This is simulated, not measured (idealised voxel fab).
process module | voxel double patterning
cross-section cut | 295 nm wide | cells 5 nm
A cross-section is a grid of square cells, given in bands from the top down. A band is one or more rows of cells.
Each band's line starts with the height of the band's top and of its bottom, in nm. Then come its materials from left to right, each with its width in nm. One material with "throughout" fills the band from edge to edge. "air" is empty space.
Height 0 is the level under which the wafer as received is all one material. The lowest band goes on downwards, as in "0 down".
A width such as "30 to 40" changes by the same amount from each row of cells to the next, from the band's top row to its bottom row.
"no change" after a step means that no cell of the cross-section changed.
closed voids: empty space of 8 cells or more with no open way to the top, each as width x height at its distance from the left edge, in nm
after a step's settings: what the simulator itself notes on the step
overlay nm, on a step with a mask: how far to the right of its planned place the mask lay; to the left if negative
plan
1 op RECEIVE | material Si
2 op CONFORMAL_DEP | material SiN | thk nm 5
3 op DIRECTIONAL_DEP | material SiO2 | thk nm 15
4 op DIRECTIONAL_DEP | material SiCN | thk nm 5
5 op PATTERN | tone open | mask id FIRST | material resist | width nm 15 | pitch nm 50 | thk nm 15 | overlay nm 0
6 op DIRECTIONAL_ETCH | etch materials SiCN | depth nm 5
7 op STRIP | etch materials resist
8 op DIRECTIONAL_DEP | material aC | thk nm 10
9 op PATTERN | tone open | mask id SECOND | material resist | width nm 15 | thk nm 30 | overlay nm 0
10 op DIRECTIONAL_ETCH | etch materials aC | depth nm 10
11 op STRIP | etch materials resist
12 op DIRECTIONAL_ETCH | etch materials SiCN | depth nm 5
13 op STRIP | etch materials aC
14 op DIRECTIONAL_ETCH | etch materials SiO2 | depth nm 15
15 op STRIP | etch materials SiCN
varied across the wafers: thk nm of step 2. The plan shows the first wafer's value. All wafers start alike
first wafer as received, after step 1
  0 down: Si throughout
  closed voids: none
each wafer at the end: cells of each material gained (+) or lost (-) since it was received, then its closed voids
thk nm 5 | +59 SiN | +150 SiO2 | closed voids: none
thk nm 10 | +118 SiN | +150 SiO2 | closed voids: none
thk nm 15 | +177 SiN | +150 SiO2 | closed voids: none
thk nm 20 | +236 SiN | +150 SiO2 | closed voids: none
thk nm 25 | +295 SiN | +150 SiO2 | closed voids: none
